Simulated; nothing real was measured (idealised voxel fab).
This section sets out a process module, namely voxel self aligned vias.
Xsec cut, 200 nm wide, square cell size 5 nm.
Cross-section spec: square-cell grid; bands listed top down; each band is one or more rows. In this notation a band is specified by the heights of its top and bottom, in that order and in nm, after which its materials appear from left to right, each paired with its width in nm. The word "edge to edge" attached to a single material means that material fills the band from edge to edge; the word "blank" stands for empty space. All heights in this document are referenced to 0, defined as the level beneath which the wafer, as received, consists entirely of one material. The lowest band is not bounded below; it extends indefinitely downward and is written in the form "0 and below". Width: "30 to 40" (first number = top row, second number = bottom row, same change from row to row of cells). When a step is marked "no change", none of the cells in the cross-section changed during that step. Entry "Enclosed cavities". Content: empty spaces with no open connection to the top, size 8 cells or greater. Each: width x height at distance. Distance: from left edge. Unit: nm. On each step's line, the part that comes after the settings is the simulator's own comment on the step. A step's line can hold "overlay nm"; with a mask on that step, the setting says how far right of the planned place the mask lay, while a negative setting says it lay to the left.
Planned process steps
1 RECEIVE | material Si
2 CONFORMAL_DEP | material SiO2 | thk nm 10
3 CONFORMAL_DEP | material SiCN | thk nm 5
4 DIRECTIONAL_DEP | material SiO2 | thk nm 30
5 PATTERN | tone open | mask id LINES | material resist | width nm 30 | pitch nm 70 | thk nm 15 | overlay nm 0
6 DIRECTIONAL_ETCH | etch materials SiO2 | depth nm 30
7 STRIP | etch materials resist
8 CONFORMAL_DEP | material TiN | thk nm 5
9 FILL_DEP | material Ru | thk nm 10
10 CMP | height nm 45
11 SELECTIVE_ETCH | etch materials W Ru TiN | depth nm 5
12 FILL_DEP | material SiN | thk nm 5
13 CMP | height nm 45
14 DIRECTIONAL_DEP | material SiO2 | thk nm 20
15 PATTERN | tone open | mask id VIAS | material resist | width nm 50 | pitch nm 70 | thk nm 15 | overlay nm 0
16 DIRECTIONAL_ETCH | etch materials SiO2 | depth nm 20
17 DIRECTIONAL_ETCH | etch materials SiN | depth nm 5
18 STRIP | etch materials resist
19 CONFORMAL_DEP | material TiN | thk nm 5
20 FILL_DEP | material W | thk nm 5
21 CMP | height nm 65
22 CONFORMAL_DEP | material SiCN | thk nm 5
Cross-section of the wafer as it came to us, i.e., already through step 1
  0 and below = Si edge to edge
  Enclosed cavities: none
Cross-sectional result after module completion. Note: starting condition and plan are unchanged from above; one processing mistake was made
  70 down to 65 = SiCN edge to edge
  65 down to 50 = SiO2 40, TiN 5, W 40, TiN 5, SiO2 20, TiN 5, W 40, TiN 5, SiO2 40
  50 down to 45 = SiO2 40, TiN 50, SiO2 20, TiN 50, SiO2 40
  45 down to 40 = SiN 40, TiN 10, SiO2 30, TiN 10, SiN 20, TiN 10, SiO2 30, TiN 10, SiN 40
  40 down to 20 = Ru 45, TiN 5, SiO2 30, TiN 5, Ru 30, TiN 5, SiO2 30, TiN 5, Ru 45
  20 down to 15 = TiN 50, SiO2 30, TiN 40, SiO2 30, TiN 50
  15 down to 10 = SiCN edge to edge
  10 down to 0 = SiO2 edge to edge
  0 and below = Si edge to edge
  Enclosed cavities: none
Heads up, the wafer didn't run the way we planned it: step 5 deviated from plan and actually ran as PATTERN | tone cover | mask id LINES | material resist | width nm 30 | pitch nm 70 | thk nm 15 | overlay nm 0
